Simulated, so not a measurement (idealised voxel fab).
A process module follows: voxel ribs on slabs.
It is cross-section cut that appears here, measuring 185 nm in width, its square cells being 5 nm in size.
Reading order for cross-sections: top band down to bottom band. Underlying form: a grid of square cells. Band size: one or more rows of cells.
A band entry consists of two parts. The first gives the height of the band's top and the height of its bottom, in nm. The rest lists the band's materials from left to right, each with its width in nm. A single material labelled with the word "edge to edge" fills the band from edge to edge, and the word "empty" marks empty space.
A quick word on heights: they are counted from 0, and under that level the wafer as it came to us is one material throughout. The lowest band is different from the rest in having no bottom; it simply continues downward, written as in "z 0 and below".
The width entry "30..40" should be interpreted row by row: the top row of cells in the band takes the first number, the bottom row takes the second number, and the change between adjacent rows is uniform throughout.
Step marked "remained the same"? Then no cell in the cross-section changed in it.
"Sealed cavities": sealed empty spaces, 8 cells or more, no open way to top, listed width x height at distance, with distance from the left edge and width, height and distance in nm.
What comes after the settings on a step's line is commentary from the simulator itself on that step.
For masked steps, "overlay nm" on the step line gives how far right of plan the mask actually lay; a minus sign means it lay to the left.

# Planned process steps
- 1: RECEIVE | material Si
- 2: DIRECTIONAL_DEP | material SiO2 | thk nm 30
- 3: DIRECTIONAL_DEP | material SiN | thk nm 15
- 4: DIRECTIONAL_DEP | material aC | thk nm 15
- 5: PATTERN | tone cover | mask id RIB | material resist | width nm 30 | thk nm 35 | overlay nm 0
- 6: DIRECTIONAL_ETCH | etch materials aC | depth nm 15
- 7: STRIP | etch materials resist
- 8: DIRECTIONAL_ETCH | etch materials SiN | depth nm 5
- 9: STRIP | etch materials aC
- 10: DIRECTIONAL_DEP | material aC | thk nm 10
- 11: PATTERN | tone cover | mask id SLAB | material resist | width nm 80 | thk nm 30 | overlay nm 0
- 12: DIRECTIONAL_ETCH | etch materials aC | depth nm 10
- 13: STRIP | etch materials resist
- 14: DIRECTIONAL_ETCH | etch materials SiN | depth nm 10
- 15: STRIP | etch materials aC
- 16: FILL_DEP | material SiO2 | thk nm 15
- 17: CMP | height nm 55
- 18: DIRECTIONAL_DEP | material W | thk nm 10
- 19: MASKED_ETCH | tone cover | mask id HEATER | width nm 40 | etch materials W | depth nm 10 | overlay nm 0
- 20: CONFORMAL_DEP | material SiN | thk nm 10

# The following pertains to the first of two wafers, which was processed as planned

# The cross-section here shows the wafer as received, i.e. in its state after step 1
	z 0 and below = Si edge to edge
	Sealed cavities: none

# Once step 2 is through, the wafer looks like this in cross-section
	z 30 to 0 = SiO2 edge to edge
	below 0: unchanged

# Once step 3 is through, the wafer looks like this in cross-section
	z 45 to 30 = SiN edge to edge
	below 30: unchanged

# Once step 4 is through, the wafer looks like this in cross-section
	z 60 to 45 = aC edge to edge
	below 45: unchanged

# Once step 5 is through, the wafer looks like this in cross-section
	z 95 to 60 = 75 of empty | 30 of resist | 80 of empty
	below 60: unchanged

# Once step 6 is through, the wafer looks like this in cross-section
	z 80 to 60 = 75 of empty | 30 of resist | 80 of empty
	z 60 to 45 = 75 of empty | 30 of aC | 80 of empty
	below 45: unchanged

# Once step 7 is through, the wafer looks like this in cross-section
	z 60 to 45 = 75 of empty | 30 of aC | 80 of empty
	below 45: unchanged

# Once step 8 is through, the wafer looks like this in cross-section
	z 60 to 45 = 75 of empty | 30 of aC | 80 of empty
	z 45 to 40 = 75 of empty | 30 of SiN | 80 of empty
	below 40: unchanged

# Once step 9 is through, the wafer looks like this in cross-section
	z 45 to 40 = 75 of empty | 30 of SiN | 80 of empty
	below 40: unchanged

# Once step 10 is through, the wafer looks like this in cross-section
	z 55 to 50 = 75 of empty | 30 of aC | 80 of empty
	z 50 to 45 = aC edge to edge
	z 45 to 40 = 75 of aC | 30 of SiN | 80 of aC
	below 40: unchanged

# Once step 11 is through, the wafer looks like this in cross-section
	z 85 to 55 = 50 of empty | 80 of resist | 55 of empty
	z 55 to 50 = 50 of empty | 25 of resist | 30 of aC | 25 of resist | 55 of empty
	below 50: unchanged

# Once step 12 is through, the wafer looks like this in cross-section
	z 75 to 55 = 50 of empty | 80 of resist | 55 of empty
	z 55 to 50 = 50 of empty | 25 of resist | 30 of aC | 25 of resist | 55 of empty
	z 50 to 45 = 50 of empty | 80 of aC | 55 of empty
	z 45 to 40 = 50 of empty | 25 of aC | 30 of SiN | 25 of aC | 55 of empty
	below 40: unchanged

# Once step 13 is through, the wafer looks like this in cross-section
	z 55 to 45 = 75..50 of empty | 30..80 of aC | 80..55 of empty
	below 45: unchanged

# Once step 14 is through, the wafer looks like this in cross-section
	z 55 to 45 = 75..50 of empty | 30..80 of aC | 80..55 of empty
	z 45 to 40 = 50 of empty | 25 of aC | 30 of SiN | 25 of aC | 55 of empty
	z 40 to 30 = 50 of empty | 80 of SiN | 55 of empty
	below 30: unchanged

# Once step 15 is through, the wafer looks like this in cross-section
	z 45 to 40 = 75 of empty | 30 of SiN | 80 of empty
	below 40: unchanged

# Once step 16 is through, the wafer looks like this in cross-section
	z 60 to 45 = SiO2 edge to edge
	z 45 to 40 = 75 of SiO2 | 30 of SiN | 80 of SiO2
	z 40 to 30 = 50 of SiO2 | 80 of SiN | 55 of SiO2
	below 30: unchanged

# Once step 17 is through, the wafer looks like this in cross-section
	z 55 to 45 = SiO2 edge to edge
	below 45: unchanged

# Once step 18 is through, the wafer looks like this in cross-section
	z 65 to 55 = W edge to edge
	below 55: unchanged

# Once step 19 is through, the wafer looks like this in cross-section
	z 65 to 55 = 70 of empty | 40 of W | 75 of empty
	below 55: unchanged

# Once step 20 is through, the wafer looks like this in cross-section
	z 75 to 65 = 60 of empty | 60 of SiN | 65 of empty
	z 65 to 55 = 70 of SiN | 40 of W | 75 of SiN
	below 55: unchanged

# The second wafer began exactly as the first did and followed the same plan, but one mistake was made while running it; through step 2 inclusive, the two wafers are identical

# Planned end of step 3: second wafer, cross-section
	z 45 to 30 = W edge to edge
	below 30: unchanged

# Planned end of step 4: second wafer, cross-section
	z 60 to 45 = aC edge to edge
	below 45: unchanged

# Planned end of step 5: second wafer, cross-section
	z 95 to 60 = 75 of empty | 30 of resist | 80 of empty
	below 60: unchanged

# Planned end of step 6: second wafer, cross-section
	z 80 to 60 = 75 of empty | 30 of resist | 80 of empty
	z 60 to 45 = 75 of empty | 30 of aC | 80 of empty
	below 45: unchanged

# Planned end of step 7: second wafer, cross-section
	z 60 to 45 = 75 of empty | 30 of aC | 80 of empty
	below 45: unchanged

Planned end of step 8: second wafer, cross-section: remained the same

# Planned end of step 9: second wafer, cross-section
	z 45 to 30 = W edge to edge
	below 30: unchanged

# Planned end of step 10: second wafer, cross-section
	z 55 to 45 = aC edge to edge
	below 45: unchanged

# Planned end of step 11: second wafer, cross-section
	z 85 to 55 = 50 of empty | 80 of resist | 55 of empty
	below 55: unchanged

# Planned end of step 12: second wafer, cross-section
	z 75 to 55 = 50 of empty | 80 of resist | 55 of empty
	z 55 to 45 = 50 of empty | 80 of aC | 55 of empty
	below 45: unchanged

# Planned end of step 13: second wafer, cross-section
	z 55 to 45 = 50 of empty | 80 of aC | 55 of empty
	below 45: unchanged

Planned end of step 14: second wafer, cross-section: remained the same

# Planned end of step 15: second wafer, cross-section
	z 45 to 30 = W edge to edge
	below 30: unchanged

# Planned end of step 16: second wafer, cross-section
	z 60 to 45 = SiO2 edge to edge
	below 45: unchanged

# Planned end of step 17: second wafer, cross-section
	z 55 to 45 = SiO2 edge to edge
	below 45: unchanged

# Planned end of step 18: second wafer, cross-section
	z 65 to 55 = W edge to edge
	below 55: unchanged

# Planned end of step 19: second wafer, cross-section
	z 65 to 55 = 70 of empty | 40 of W | 75 of empty
	below 55: unchanged

# Planned end of step 20: second wafer, cross-section
	z 75 to 65 = 60 of empty | 60 of SiN | 65 of empty
	z 65 to 55 = 70 of SiN | 40 of W | 75 of SiN
	below 55: unchanged
Finding, execution versus plan: so step 3 ended up running with a different setting than we planned, it ran as DIRECTIONAL_DEP | material W | thk nm 15
Bottom line after processing is that, in cells, the second wafer is up or down on some materials versus the first: 38 fewer of SiN | 73 fewer of SiO2 | 111 more of W
